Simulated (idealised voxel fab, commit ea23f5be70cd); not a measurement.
You're looking at the process module voxel gate over fins.
The figure presents cross-section cut, which has a width of 290 nm and is divided into square cells with an edge length of 5 nm.
Cross-section, as written here: a square-cell grid given band by band from the top down, where a band holds one or more rows of cells. What a band's entry tells you: where the top is and where the bottom is, as heights in nm, and after that what lies inside, material by material from left to right, each with its width in nm. Empty space is written as the word "empty", and a single material marked with the word "throughout" occupies the band from edge to edge. Height reference: 0 = level under which incoming wafer is all one material. Lowest band: no bottom, runs on downward, e.g. "0 down". Top row gets the first number, bottom row gets the second, and each row in between changes by the same step: that is how a band width like "30->40" works. "no modification" -> step changed no cross-section cell. Entry "Encapsulated voids" = empty spaces >= 8 cells with no open way to the top; each as width x height at distance, distance from left edge, all nm. Heads up: the bit after the settings on a step's line is the simulator's remark on that step. What "overlay nm" on a step's line means: if the step has a mask, that mask lay this far to the right of its planned place, or, when the value is negative, to the left.
## Process steps (planned)
1,RECEIVE | material Si
2,CONFORMAL_DEP | material SiN | thk nm 5
3,MASKED_ETCH | tone cover | mask id FINS | width nm 15 | pitch nm 40 | etch materials SiN | depth nm 5 | overlay nm 0
4,MASKED_ETCH | tone cover | mask id FINS | width nm 15 | pitch nm 40 | etch materials Si | depth nm 30 | overlay nm 0
5,FILL_DEP | material SiO2 | thk nm 10
6,CMP | height nm 5
7,SELECTIVE_ETCH | etch materials SiO2 | depth nm 15
8,STRIP | etch materials SiN
9,CONFORMAL_DEP | material HfO2 | thk nm 5
10,CONFORMAL_DEP | material TiN | thk nm 5
11,CONFORMAL_DEP | material TiAl | thk nm 5
12,CONFORMAL_DEP | material TiN | thk nm 5
13,FILL_DEP | material W | thk nm 10
14,CMP | height nm 25
15,CONFORMAL_DEP | material SiCN | thk nm 10
## First of the two wafers, run per plan
## Here's what the wafer looked like in cross-section when it arrived - that's after step 1
- 0 down | Si throughout
- Encapsulated voids: none
## Once step 2 is through, the wafer looks like this in cross-section
- 5 to 0 | SiN throughout
- Below a height of 0, the structure has not been altered.
## Once step 3 is through, the wafer looks like this in cross-section
- 5 to 0 | empty (115), SiN (15), empty (25), SiN (15), empty (120)
- Below a height of 0, the structure has not been altered.
## Once step 4 is through, the wafer looks like this in cross-section
- 5 to 0 | empty (115), SiN (15), empty (25), SiN (15), empty (120)
- 0 to -30 | empty (115), Si (15), empty (25), Si (15), empty (120)
- Below a height of -30, the structure has not been altered.
## Once step 5 is through, the wafer looks like this in cross-section
- 15 to 5 | SiO2 throughout
- 5 to 0 | SiO2 (115), SiN (15), SiO2 (25), SiN (15), SiO2 (120)
- 0 to -30 | SiO2 (115), Si (15), SiO2 (25), Si (15), SiO2 (120)
- Below a height of -30, the structure has not been altered.
## Once step 6 is through, the wafer looks like this in cross-section
- 5 to 0 | SiO2 (115), SiN (15), SiO2 (25), SiN (15), SiO2 (120)
- Below a height of 0, the structure has not been altered.
## Once step 7 is through, the wafer looks like this in cross-section
- 5 to 0 | empty (115), SiN (15), empty (25), SiN (15), empty (120)
- 0 to -10 | empty (115), Si (15), empty (25), Si (15), empty (120)
- Below a height of -10, the structure has not been altered.
## Once step 8 is through, the wafer looks like this in cross-section
- 0 to -10 | empty (115), Si (15), empty (25), Si (15), empty (120)
- Below a height of -10, the structure has not been altered.
## Once step 9 is through, the wafer looks like this in cross-section
- 5 to 0 | empty (110), HfO2 (25), empty (15), HfO2 (25), empty (115)
- 0 to -5 | empty (110), HfO2 (5), Si (15), HfO2 (5), empty (15), HfO2 (5), Si (15), HfO2 (5), empty (115)
- -5 to -10 | HfO2 (115), Si (15), HfO2 (25), Si (15), HfO2 (120)
- Below a height of -10, the structure has not been altered.
## Once step 10 is through, the wafer looks like this in cross-section
- 10 to 5 | empty (105), TiN (35), empty (5), TiN (35), empty (110)
- 5 to 0 | empty (105), TiN (5), HfO2 (25), TiN (5), empty (5), TiN (5), HfO2 (25), TiN (5), empty (110)
- 0 to -5 | TiN (110), HfO2 (5), Si (15), HfO2 (5), TiN (15), HfO2 (5), Si (15), HfO2 (5), TiN (115)
- Below a height of -5, the structure has not been altered.
## Once step 11 is through, the wafer looks like this in cross-section
- 15 to 10 | empty (100), TiAl (85), empty (105)
- 10 to 5 | empty (100), TiAl (5), TiN (35), TiAl (5), TiN (35), TiAl (5), empty (105)
- 5 to 0 | TiAl (105), TiN (5), HfO2 (25), TiN (5), TiAl (5), TiN (5), HfO2 (25), TiN (5), TiAl (110)
- Below a height of 0, the structure has not been altered.
## Once step 12 is through, the wafer looks like this in cross-section
- 20 to 15 | empty (95), TiN (95), empty (100)
- 15 to 10 | empty (95), TiN (5), TiAl (85), TiN (5), empty (100)
- 10 to 5 | TiN (100), TiAl (5), TiN (35), TiAl (5), TiN (35), TiAl (5), TiN (105)
- Below a height of 5, the structure has not been altered.
## Once step 13 is through, the wafer looks like this in cross-section
- 30 to 20 | W throughout
- 20 to 15 | W (95), TiN (95), W (100)
- 15 to 10 | W (95), TiN (5), TiAl (85), TiN (5), W (100)
- Below a height of 10, the structure has not been altered.
## Once step 14 is through, the wafer looks like this in cross-section
- 25 to 20 | W throughout
- Below a height of 20, the structure has not been altered.
## Once step 15 is through, the wafer looks like this in cross-section
- 35 to 25 | SiCN throughout
- Below a height of 25, the structure has not been altered.
## Notes, second wafer: start = first wafer's, plan = first wafer's, execution had one mistake; history identical to first through step 8
when step 9 should have ended: no modification
## when step 10 should have ended
- 5 to 0 | empty (110), TiN (25), empty (15), TiN (25), empty (115)
- 0 to -5 | empty (110), TiN (5), Si (15), TiN (5), empty (15), TiN (5), Si (15), TiN (5), empty (115)
- -5 to -10 | TiN (115), Si (15), TiN (25), Si (15), TiN (120)
- Below a height of -10, the structure has not been altered.
## when step 11 should have ended
- 10 to 5 | empty (105), TiAl (35), empty (5), TiAl (35), empty (110)
- 5 to 0 | empty (105), TiAl (5), TiN (25), TiAl (5), empty (5), TiAl (5), TiN (25), TiAl (5), empty (110)
- 0 to -5 | TiAl (110), TiN (5), Si (15), TiN (5), TiAl (15), TiN (5), Si (15), TiN (5), TiAl (115)
- Below a height of -5, the structure has not been altered.
## when step 12 should have ended
- 15 to 10 | empty (100), TiN (85), empty (105)
- 10 to 5 | empty (100), TiN (5), TiAl (35), TiN (5), TiAl (35), TiN (5), empty (105)
- 5 to 0 | TiN (105), TiAl (5), TiN (25), TiAl (5), TiN (5), TiAl (5), TiN (25), TiAl (5), TiN (110)
- Below a height of 0, the structure has not been altered.
## when step 13 should have ended
- 25 to 15 | W throughout
- 15 to 10 | W (100), TiN (85), W (105)
- 10 to 5 | W (100), TiN (5), TiAl (35), TiN (5), TiAl (35), TiN (5), W (105)
- Below a height of 5, the structure has not been altered.
when step 14 should have ended: no modification
## when step 15 should have ended
- 35 to 25 | SiCN throughout
- Below a height of 25, the structure has not been altered.
What went wrong in running the wafer? no execution of plan step 9; skipped
Counted in cells at the end, the second wafer holds more or fewer of these materials than the first: HfO2 -66; TiAl +2; TiN +2; W +62
